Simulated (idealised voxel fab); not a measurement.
process module | voxel self aligned vias
cross-section cut | 145 nm wide | cells 5 nm
A cross-section is a grid of square cells, given in bands from the top down. A band is one or more rows of cells.
Each band's line starts with the height of the band's top and of its bottom, in nm. Then come its materials from left to right, each with its width in nm. One material with "throughout" fills the band from edge to edge. "air" is empty space.
Height 0 is the level under which the wafer as received is all one material. The lowest band goes on downwards, as in "0 down".
A width such as "30 to 40" changes by the same amount from each row of cells to the next, from the band's top row to its bottom row.
"no change" after a step means that no cell of the cross-section changed.
closed voids: empty space of 8 cells or more with no open way to the top, each as width x height at its distance from the left edge, in nm
after a step's settings: what the simulator itself notes on the step
overlay nm, on a step with a mask: how far to the right of its planned place the mask lay; to the left if negative
plan
1 op RECEIVE | material Si
2 op CONFORMAL_DEP | material SiO2 | thk nm 15
3 op CONFORMAL_DEP | material SiCN | thk nm 5
4 op DIRECTIONAL_DEP | material SiO2 | thk nm 20
5 op DIRECTIONAL_DEP | material aC | thk nm 15
6 op PATTERN | tone open | mask id LINES | material resist | width nm 25 | pitch nm 65 | thk nm 35 | overlay nm 0
7 op DIRECTIONAL_ETCH | etch materials aC | depth nm 15
8 op STRIP | etch materials resist
9 op DIRECTIONAL_ETCH | etch materials SiO2 | depth nm 20
10 op STRIP | etch materials aC
11 op CONFORMAL_DEP | material TiN | thk nm 5
12 op FILL_DEP | material Ru | thk nm 5
13 op CMP | height nm 40
14 op SELECTIVE_ETCH | etch materials W Ru TiN | depth nm 5
15 op FILL_DEP | material SiN | thk nm 5
16 op CMP | height nm 40
17 op DIRECTIONAL_DEP | material SiO2 | thk nm 20
18 op DIRECTIONAL_DEP | material aC | thk nm 10
19 op PATTERN | tone open | mask id VIAS | material resist | width nm 45 | thk nm 25 | overlay nm 0
20 op DIRECTIONAL_ETCH | etch materials aC | depth nm 10
21 op STRIP | etch materials resist
22 op DIRECTIONAL_ETCH | etch materials SiO2 | depth nm 20
23 op DIRECTIONAL_ETCH | etch materials SiN | depth nm 5
24 op STRIP | etch materials aC
25 op CONFORMAL_DEP | material TiN | thk nm 5
26 op FILL_DEP | material W | thk nm 10
27 op CMP | height nm 60
28 op CONFORMAL_DEP | material SiN | thk nm 5
as received, after step 1
  0 down: Si throughout
  closed voids: none
a wafer at the end: this start, this plan, one mistake
  65 to 60: SiN throughout
  60 to 40: SiO2 15 | TiN 5 | W 35 | TiN 5 | SiO2 85
  40 to 35: SiO2 15 | TiN 45 | SiO2 30 | SiN 25 | SiO2 30
  35 to 25: SiO2 15 | TiN 15 | Ru 15 | TiN 15 | SiO2 30 | TiN 5 | Ru 15 | TiN 5 | SiO2 30
  25 to 20: SiO2 15 | TiN 45 | SiO2 30 | TiN 25 | SiO2 30
  20 to 15: SiCN throughout
  15 to 0: SiO2 throughout
  0 down: Si throughout
  closed voids: none
what went wrong: step 22 was run twice
